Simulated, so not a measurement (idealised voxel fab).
Name of the process module below: voxel self aligned vias
Section shown: cut. Width: 170 nm. Cell size: 5 nm, square.
In what follows, cross-sections appear as grids of square cells, described through bands that run from the top down, where every band is one or more rows of cells. Band: top and bottom heights (nm) first, top before bottom; then materials from left to right, widths in nm. "all across" marks a sole material filling the band edge to edge. "empty" denotes empty space. Heights are reckoned from 0. Under this level, the received wafer is all of one material. The bottommost band is open-ended downward, for example "0 -> down". Quick explanation for "30..40": the width changes in equal steps down the rows of cells, from the first number in the band's top row to the second number in its bottom row. Step marked "remained the same"? Then no cell in the cross-section changed in it. The label "Enclosed void listing" introduces a list of the empty spaces, 8 cells or larger, that have no open way up to the top; each entry in it reads width x height at distance, where the distance is taken from the left edge and all three are stated in nm. What comes after the settings on a step's line is commentary from the simulator itself on that step. For masked steps, "overlay nm" on the step line gives how far right of plan the mask actually lay; a minus sign means it lay to the left.
[Intended process steps]
| 1 | op RECEIVE | material Si |
| 2 | op CONFORMAL_DEP | material SiO2 | thk nm 15 |
| 3 | op CONFORMAL_DEP | material SiCN | thk nm 5 |
| 4 | op DIRECTIONAL_DEP | material lowk | thk nm 30 |
| 5 | op PATTERN | tone open | mask id LINES | material resist | width nm 25 | pitch nm 50 | thk nm 20 | overlay nm 0 |
| 6 | op DIRECTIONAL_ETCH | etch materials lowk | depth nm 30 |
| 7 | op STRIP | etch materials resist |
| 8 | op CONFORMAL_DEP | material TiN | thk nm 5 |
| 9 | op FILL_DEP | material W | thk nm 5 |
| 10 | op CMP | height nm 50 |
| 11 | op SELECTIVE_ETCH | etch materials W Ru TiN | depth nm 5 |
| 12 | op FILL_DEP | material SiN | thk nm 5 |
| 13 | op CMP | height nm 50 |
| 14 | op DIRECTIONAL_DEP | material lowk | thk nm 15 |
| 15 | op MASKED_ETCH | tone open | mask id VIAS | width nm 35 | pitch nm 100 | etch materials lowk | depth nm 15 | overlay nm 0 |
| 16 | op MASKED_ETCH | tone open | mask id VIAS | width nm 35 | pitch nm 100 | etch materials SiN | depth nm 5 | overlay nm 0 |
| 17 | op CONFORMAL_DEP | material TiN | thk nm 5 |
| 18 | op FILL_DEP | material W | thk nm 10 |
| 19 | op CMP | height nm 65 |
| 20 | op CONFORMAL_DEP | material SiN | thk nm 5 |
[Received-state cross-section, reflecting completion of step 1]
* 0 -> down | Si all across
* Enclosed void listing: none
[The cross-section shown corresponds to the wafer at the conclusion of the module. The initial structure and the process plan are those presented above; however, one mistake occurred in executing the plan]
* 70 -> 65 | SiN all across
* 65 -> 55 | 15 nm lowk, then 5 nm TiN, then 25 nm W, then 5 nm TiN, then 65 nm lowk, then 5 nm TiN, then 25 nm W, then 5 nm TiN, then 20 nm lowk
* 55 -> 50 | 15 nm lowk, then 5 nm TiN, then 15 nm W, then 15 nm TiN, then 65 nm lowk, then 5 nm TiN, then 15 nm W, then 15 nm TiN, then 20 nm lowk
* 50 -> 45 | 15 nm lowk, then 25 nm TiN, then 25 nm lowk, then 25 nm SiN, then 25 nm lowk, then 25 nm TiN, then 30 nm lowk
* 45 -> 25 | 15 nm lowk, then 5 nm TiN, then 15 nm W, then 5 nm TiN, then 25 nm lowk, then 5 nm TiN, then 15 nm W, then 5 nm TiN, then 25 nm lowk, then 5 nm TiN, then 15 nm W, then 5 nm TiN, then 30 nm lowk
* 25 -> 20 | 15 nm lowk, then 25 nm TiN, then 25 nm lowk, then 25 nm TiN, then 25 nm lowk, then 25 nm TiN, then 30 nm lowk
* 20 -> 15 | SiCN all across
* 15 -> 0 | SiO2 all across
* 0 -> down | Si all across
* Enclosed void listing: none
The mistake made against the process plan was this: step 5, actual vs plan mismatch, actual run op PATTERN | tone open | mask id LINES | material resist | width nm 25 | pitch nm 50 | thk nm 20 | overlay nm -5
